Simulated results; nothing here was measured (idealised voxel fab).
Process module under the name voxel ribs on slabs
This is section cut - it's 285 nm across, gridded in 5 nm square cells.
How to read a cross-section here: the picture is a grid of square cells, written as bands going from the top down, and any band can span one or more rows of cells. Look at the band entry: it leads with the top's height and the bottom's height in nm. Then it lists the materials left to right, with a width in nm for each. The word "edge to edge" on a single material says that material fills the band edge to edge. The word "blank" is empty space. Height datum 0, below which the as-received substrate wafer is one material. Lowest band open at the bottom, running downward: "from 0 down". With a width like "30..40", each row of cells in the band differs from the next by the same amount, the top row carrying the first number and the bottom row the second. "remains unaltered" for a step: no cell of the cross-section changed in that step. Entry "closed voids" = empty spaces >= 8 cells with no open way to the top; each as width x height at distance, distance from left edge, all nm. Whatever follows a step's settings on its line is a remark the simulator itself makes about that step. The "overlay nm" setting may appear on a step's line; for a step that uses a mask, it gives how far to the right of its planned position the mask lay, and a negative value indicates the left.
The planned process steps are enumerated hereunder
step 1: op RECEIVE | material Si
step 2: op DIRECTIONAL_DEP | material SiO2 | thk nm 30
step 3: op DIRECTIONAL_DEP | material polySi | thk nm 20
step 4: op PATTERN | tone cover | mask id RIB | material resist | width nm 25 | thk nm 20 | overlay nm 0
step 5: op DIRECTIONAL_ETCH | etch materials polySi | depth nm 5
step 6: op STRIP | etch materials resist
step 7: op DIRECTIONAL_DEP | material aC | thk nm 10
step 8: op PATTERN | tone cover | mask id SLAB | material resist | width nm 75 | thk nm 30 | overlay nm 0
step 9: op DIRECTIONAL_ETCH | etch materials aC | depth nm 10
step 10: op STRIP | etch materials resist
step 11: op DIRECTIONAL_ETCH | etch materials polySi | depth nm 15
step 12: op STRIP | etch materials aC
step 13: op FILL_DEP | material SiO2 | thk nm 25
step 14: op CMP | height nm 65
step 15: op DIRECTIONAL_DEP | material W | thk nm 10
step 16: op MASKED_ETCH | tone cover | mask id HEATER | width nm 35 | etch materials W | depth nm 10 | overlay nm 0
step 17: op CONFORMAL_DEP | material SiO2 | thk nm 5
The first of the two wafers, which ran as planned
Cross-section: wafer on arrival = after step 1
  from 0 down | Si edge to edge
  closed voids: none
Cross-sectional representation of the wafer at the conclusion of step 2
  from 30 to 0 | SiO2 edge to edge
  Nothing below the height 0 has changed.
Cross-sectional representation of the wafer at the conclusion of step 3
  from 50 to 30 | polySi edge to edge
  Nothing below the height 30 has changed.
Cross-sectional representation of the wafer at the conclusion of step 4
  from 70 to 50 | 130 blank  25 resist  130 blank
  Nothing below the height 50 has changed.
Cross-sectional representation of the wafer at the conclusion of step 5
  from 70 to 50 | 130 blank  25 resist  130 blank
  from 50 to 45 | 130 blank  25 polySi  130 blank
  Nothing below the height 45 has changed.
Cross-sectional representation of the wafer at the conclusion of step 6
  from 50 to 45 | 130 blank  25 polySi  130 blank
  Nothing below the height 45 has changed.
Cross-sectional representation of the wafer at the conclusion of step 7
  from 60 to 55 | 130 blank  25 aC  130 blank
  from 55 to 50 | aC edge to edge
  from 50 to 45 | 130 aC  25 polySi  130 aC
  Nothing below the height 45 has changed.
Cross-sectional representation of the wafer at the conclusion of step 8
  from 90 to 60 | 105 blank  75 resist  105 blank
  from 60 to 55 | 105 blank  25 resist  25 aC  25 resist  105 blank
  Nothing below the height 55 has changed.
Cross-sectional representation of the wafer at the conclusion of step 9
  from 80 to 60 | 105 blank  75 resist  105 blank
  from 60 to 55 | 105 blank  25 resist  25 aC  25 resist  105 blank
  from 55 to 50 | 105 blank  75 aC  105 blank
  from 50 to 45 | 105 blank  25 aC  25 polySi  25 aC  105 blank
  Nothing below the height 45 has changed.
Cross-sectional representation of the wafer at the conclusion of step 10
  from 60 to 50 | 130..105 blank  25..75 aC  130..105 blank
  Nothing below the height 50 has changed.
Cross-sectional representation of the wafer at the conclusion of step 11
  from 60 to 50 | 130..105 blank  25..75 aC  130..105 blank
  from 50 to 45 | 105 blank  25 aC  25 polySi  25 aC  105 blank
  from 45 to 30 | 105 blank  75 polySi  105 blank
  Nothing below the height 30 has changed.
Cross-sectional representation of the wafer at the conclusion of step 12
  from 50 to 45 | 130 blank  25 polySi  130 blank
  Nothing below the height 45 has changed.
Cross-sectional representation of the wafer at the conclusion of step 13
  from 75 to 50 | SiO2 edge to edge
  from 50 to 45 | 130 SiO2  25 polySi  130 SiO2
  from 45 to 30 | 105 SiO2  75 polySi  105 SiO2
  Nothing below the height 30 has changed.
Cross-sectional representation of the wafer at the conclusion of step 14
  from 65 to 50 | SiO2 edge to edge
  Nothing below the height 50 has changed.
Cross-sectional representation of the wafer at the conclusion of step 15
  from 75 to 65 | W edge to edge
  Nothing below the height 65 has changed.
Cross-sectional representation of the wafer at the conclusion of step 16
  from 75 to 65 | 125 blank  35 W  125 blank
  Nothing below the height 65 has changed.
Cross-sectional representation of the wafer at the conclusion of step 17
  from 80 to 75 | 120 blank  45 SiO2  120 blank
  from 75 to 70 | 120 blank  5 SiO2  35 W  5 SiO2  120 blank
  from 70 to 65 | 125 SiO2  35 W  125 SiO2
  Nothing below the height 65 has changed.
What follows concerns the second wafer, which started out like the first and was meant to follow the very same plan; one mistake crept in when it was run, but everything up to and including step 1 is the same as for the first wafer
The second wafer in cross-section, at the planned close of step 2
  from 60 to 0 | SiO2 edge to edge
  Nothing below the height 0 has changed.
The second wafer in cross-section, at the planned close of step 3
  from 80 to 60 | polySi edge to edge
  Nothing below the height 60 has changed.
The second wafer in cross-section, at the planned close of step 4
  from 100 to 80 | 130 blank  25 resist  130 blank
  Nothing below the height 80 has changed.
The second wafer in cross-section, at the planned close of step 5
  from 100 to 80 | 130 blank  25 resist  130 blank
  from 80 to 75 | 130 blank  25 polySi  130 blank
  Nothing below the height 75 has changed.
The second wafer in cross-section, at the planned close of step 6
  from 80 to 75 | 130 blank  25 polySi  130 blank
  Nothing below the height 75 has changed.
The second wafer in cross-section, at the planned close of step 7
  from 90 to 85 | 130 blank  25 aC  130 blank
  from 85 to 80 | aC edge to edge
  from 80 to 75 | 130 aC  25 polySi  130 aC
  Nothing below the height 75 has changed.
The second wafer in cross-section, at the planned close of step 8
  from 120 to 90 | 105 blank  75 resist  105 blank
  from 90 to 85 | 105 blank  25 resist  25 aC  25 resist  105 blank
  Nothing below the height 85 has changed.
The second wafer in cross-section, at the planned close of step 9
  from 110 to 90 | 105 blank  75 resist  105 blank
  from 90 to 85 | 105 blank  25 resist  25 aC  25 resist  105 blank
  from 85 to 80 | 105 blank  75 aC  105 blank
  from 80 to 75 | 105 blank  25 aC  25 polySi  25 aC  105 blank
  Nothing below the height 75 has changed.
The second wafer in cross-section, at the planned close of step 10
  from 90 to 80 | 130..105 blank  25..75 aC  130..105 blank
  Nothing below the height 80 has changed.
The second wafer in cross-section, at the planned close of step 11
  from 90 to 80 | 130..105 blank  25..75 aC  130..105 blank
  from 80 to 75 | 105 blank  25 aC  25 polySi  25 aC  105 blank
  from 75 to 60 | 105 blank  75 polySi  105 blank
  Nothing below the height 60 has changed.
The second wafer in cross-section, at the planned close of step 12
  from 80 to 75 | 130 blank  25 polySi  130 blank
  Nothing below the height 75 has changed.
The second wafer in cross-section, at the planned close of step 13
  from 105 to 80 | SiO2 edge to edge
  from 80 to 75 | 130 SiO2  25 polySi  130 SiO2
  from 75 to 60 | 105 SiO2  75 polySi  105 SiO2
  Nothing below the height 60 has changed.
The second wafer in cross-section, at the planned close of step 14
  from 65 to 60 | 105 SiO2  75 polySi  105 SiO2
  Nothing below the height 60 has changed.
The second wafer in cross-section, at the planned close of step 15
  from 75 to 65 | W edge to edge
  Nothing below the height 65 has changed.
The second wafer in cross-section, at the planned close of step 16
  from 75 to 65 | 125 blank  35 W  125 blank
  Nothing below the height 65 has changed.
The second wafer in cross-section, at the planned close of step 17
  from 80 to 75 | 120 blank  45 SiO2  120 blank
  from 75 to 70 | 120 blank  5 SiO2  35 W  5 SiO2  120 blank
  from 70 to 65 | 125 SiO2  35 W  125 SiO2
  Nothing below the height 65 has changed.
It is concluded that the wafer was processed incorrectly with respect to the plan, in that step 2 of the plan saw execution twice
Final cells, second wafer relative to first, materials higher or lower: +35 SiO2 | -35 polySi
